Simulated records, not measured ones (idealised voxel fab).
You're looking at the process module voxel air gaps.
Pictured: cross-section cut, 275 nm wide, on a grid of 5 nm square cells.
Throughout this document, each cross-section is represented as a grid of square cells and is presented as a sequence of bands enumerated from the top downward, where a band comprises one or more rows of cells. This entry defines a band. It first specifies the height of the band's top and the height of its bottom in nm, and then specifies the band's materials from left to right, stating each material with its width in nm. The word "edge to edge" identifies a single material that fills the band from edge to edge, while the word "empty" identifies empty space. A quick word on heights: they are counted from 0, and under that level the wafer as it came to us is one material throughout. The lowest band is different from the rest in having no bottom; it simply continues downward, written as in "0..down". The width entry "30..40" should be interpreted row by row: the top row of cells in the band takes the first number, the bottom row takes the second number, and the change between adjacent rows is uniform throughout. Reading "nothing changed" for a step: not a cell of the cross-section changed in it. Entry "Voids, sealed". Content: empty spaces with no open connection to the top, size 8 cells or greater. Each: width x height at distance. Distance: from left edge. Unit: nm. On each step's line, the part that comes after the settings is the simulator's own comment on the step. overlay nm: for a step with a mask, the amount by which the mask lay right of where it was planned; a negative amount means left of it.

Process steps foreseen in the plan
1 RECEIVE | material Si
2 CONFORMAL_DEP | material SiO2 | thk nm 10
3 CONFORMAL_DEP | material SiN | thk nm 5
4 DIRECTIONAL_DEP | material SiO2 | thk nm 35
5 MASKED_ETCH | tone open | mask id LINES | width nm 20 | pitch nm 50 | etch materials SiO2 | depth nm 35 | overlay nm 0
6 CONFORMAL_DEP | material TiN | thk nm 5
7 FILL_DEP | material W | thk nm 10
8 CMP | height nm 50
9 EPI | material Ru | thk nm 10
10 SELECTIVE_ETCH | etch materials SiO2 | depth nm 45
11 CONFORMAL_DEP | material SiN | thk nm 5

Cross-section of the incoming wafer, state after step 1
> 0..down = Si edge to edge
> Voids, sealed: none

Cross-section, first of two wafers, end of module, run as planned
> 65..60 = 35 of empty / 200 of SiN / 40 of empty
> 60..50 = 35 of empty / 5 of SiN / 40 of Ru / 10 of SiN / 40 of Ru / 10 of SiN / 40 of Ru / 10 of SiN / 40 of Ru / 5 of SiN / 40 of empty
> 50..45 = 35 of empty / 15 of SiN / 5 of TiN / 10 of W / 5 of TiN / 30 of SiN / 5 of TiN / 10 of W / 5 of TiN / 30 of SiN / 5 of TiN / 10 of W / 5 of TiN / 30 of SiN / 5 of TiN / 10 of W / 5 of TiN / 15 of SiN / 40 of empty
> 45..20 = 45 of empty / 5 of SiN / 5 of TiN / 10 of W / 5 of TiN / 5 of SiN / 20 of empty / 5 of SiN / 5 of TiN / 10 of W / 5 of TiN / 5 of SiN / 20 of empty / 5 of SiN / 5 of TiN / 10 of W / 5 of TiN / 5 of SiN / 20 of empty / 5 of SiN / 5 of TiN / 10 of W / 5 of TiN / 5 of SiN / 50 of empty
> 20..15 = 50 of SiN / 20 of TiN / 30 of SiN / 20 of TiN / 30 of SiN / 20 of TiN / 30 of SiN / 20 of TiN / 55 of SiN
> 15..10 = SiN edge to edge
> 10..0 = SiO2 edge to edge
> 0..down = Si edge to edge
> Voids, sealed: 20 x 25 at 75; 20 x 25 at 125; 20 x 25 at 175

End-of-module cross-section of the second wafer: identical starting point and process plan to the first, with one processing mistake
> 65..60 = 35 of empty / 205 of SiN / 35 of empty
> 60..50 = 35 of empty / 5 of SiN / 45 of Ru / 5 of SiN / 45 of Ru / 5 of SiN / 45 of Ru / 5 of SiN / 45 of Ru / 5 of SiN / 35 of empty
> 50..45 = 35 of empty / 15 of SiN / 5 of TiN / 15 of W / 5 of TiN / 25 of SiN / 5 of TiN / 15 of W / 5 of TiN / 25 of SiN / 5 of TiN / 15 of W / 5 of TiN / 25 of SiN / 5 of TiN / 15 of W / 5 of TiN / 15 of SiN / 35 of empty
> 45..20 = 45 of empty / 5 of SiN / 5 of TiN / 15 of W / 5 of TiN / 5 of SiN / 15 of empty / 5 of SiN / 5 of TiN / 15 of W / 5 of TiN / 5 of SiN / 15 of empty / 5 of SiN / 5 of TiN / 15 of W / 5 of TiN / 5 of SiN / 15 of empty / 5 of SiN / 5 of TiN / 15 of W / 5 of TiN / 5 of SiN / 45 of empty
> 20..15 = 50 of SiN / 25 of TiN / 25 of SiN / 25 of TiN / 25 of SiN / 25 of TiN / 25 of SiN / 25 of TiN / 50 of SiN
> 15..10 = SiN edge to edge
> 10..0 = SiO2 edge to edge
> 0..down = Si edge to edge
> Voids, sealed: 15 x 25 at 80; 15 x 25 at 130; 15 x 25 at 180
Where did the run depart from the plan? off-plan run, step 5, actual operation and settings MASKED_ETCH | tone open | mask id LINES | width nm 25 | pitch nm 50 | etch materials SiO2 | depth nm 35 | overlay nm 0
FYI, end of process, the second wafer has more or fewer cells of some materials than the first: Ru +8, SiN -12, TiN +4, W +24
